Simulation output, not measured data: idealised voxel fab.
process module | voxel self aligned vias
cross-section cut | 295 nm wide | cells 5 nm
A cross-section is a grid of square cells, given in bands from the top down. A band is one or more rows of cells.
Each band's line starts with the height of the band's top and of its bottom, in nm. Then come its materials from left to right, each with its width in nm. One material with "throughout" fills the band from edge to edge. "air" is empty space.
Height 0 is the level under which the wafer as received is all one material. The lowest band goes on downwards, as in "0 down".
A width such as "30 to 40" changes by the same amount from each row of cells to the next, from the band's top row to its bottom row.
"no change" after a step means that no cell of the cross-section changed.
closed voids: empty space of 8 cells or more with no open way to the top, each as width x height at its distance from the left edge, in nm
after a step's settings: what the simulator itself notes on the step
overlay nm, on a step with a mask: how far to the right of its planned place the mask lay; to the left if negative
plan
1 op RECEIVE | material Si
2 op CONFORMAL_DEP | material SiO2 | thk nm 10
3 op CONFORMAL_DEP | material SiCN | thk nm 5
4 op DIRECTIONAL_DEP | material SiO2 | thk nm 30
5 op MASKED_ETCH | tone open | mask id LINES | width nm 15 | pitch nm 65 | etch materials SiO2 | depth nm 30 | overlay nm 0
6 op CONFORMAL_DEP | material TiN | thk nm 5
7 op FILL_DEP | material W | thk nm 10
8 op CMP | height nm 45
9 op SELECTIVE_ETCH | etch materials W Ru TiN | depth nm 10
10 op FILL_DEP | material SiN | thk nm 5
11 op CMP | height nm 45
12 op DIRECTIONAL_DEP | material SiO2 | thk nm 15
13 op PATTERN | tone open | mask id VIAS | material resist | width nm 35 | pitch nm 130 | thk nm 15 | overlay nm 0
14 op DIRECTIONAL_ETCH | etch materials SiO2 | depth nm 15
15 op DIRECTIONAL_ETCH | etch materials SiN | depth nm 10
16 op STRIP | etch materials resist
17 op CONFORMAL_DEP | material TiN | thk nm 5
18 op FILL_DEP | material Ru | thk nm 10
19 op CMP | height nm 60
20 op CONFORMAL_DEP | material SiCN | thk nm 5
varied across the wafers: width nm of step 5. The plan shows the first wafer's value. All wafers start alike
first wafer as received, after step 1
  0 down: Si throughout
  closed voids: none
each wafer at the end: cells of each material gained (+) or lost (-) since it was received, then its closed voids
width nm 15 | +24 Ru | +118 SiCN | +6 SiN | +553 SiO2 | +57 TiN | +9 W | closed voids: none
width nm 20 | +28 Ru | +118 SiCN | +8 SiN | +535 SiO2 | +60 TiN | +18 W | closed voids: none
width nm 25 | +32 Ru | +118 SiCN | +10 SiN | +517 SiO2 | +63 TiN | +27 W | closed voids: none
width nm 30 | +36 Ru | +118 SiCN | +12 SiN | +499 SiO2 | +66 TiN | +36 W | closed voids: none
width nm 35 | +40 Ru | +118 SiCN | +14 SiN | +481 SiO2 | +69 TiN | +45 W | closed voids: none
width nm 40 | +40 Ru | +118 SiCN | +20 SiN | +463 SiO2 | +72 TiN | +54 W | closed voids: none
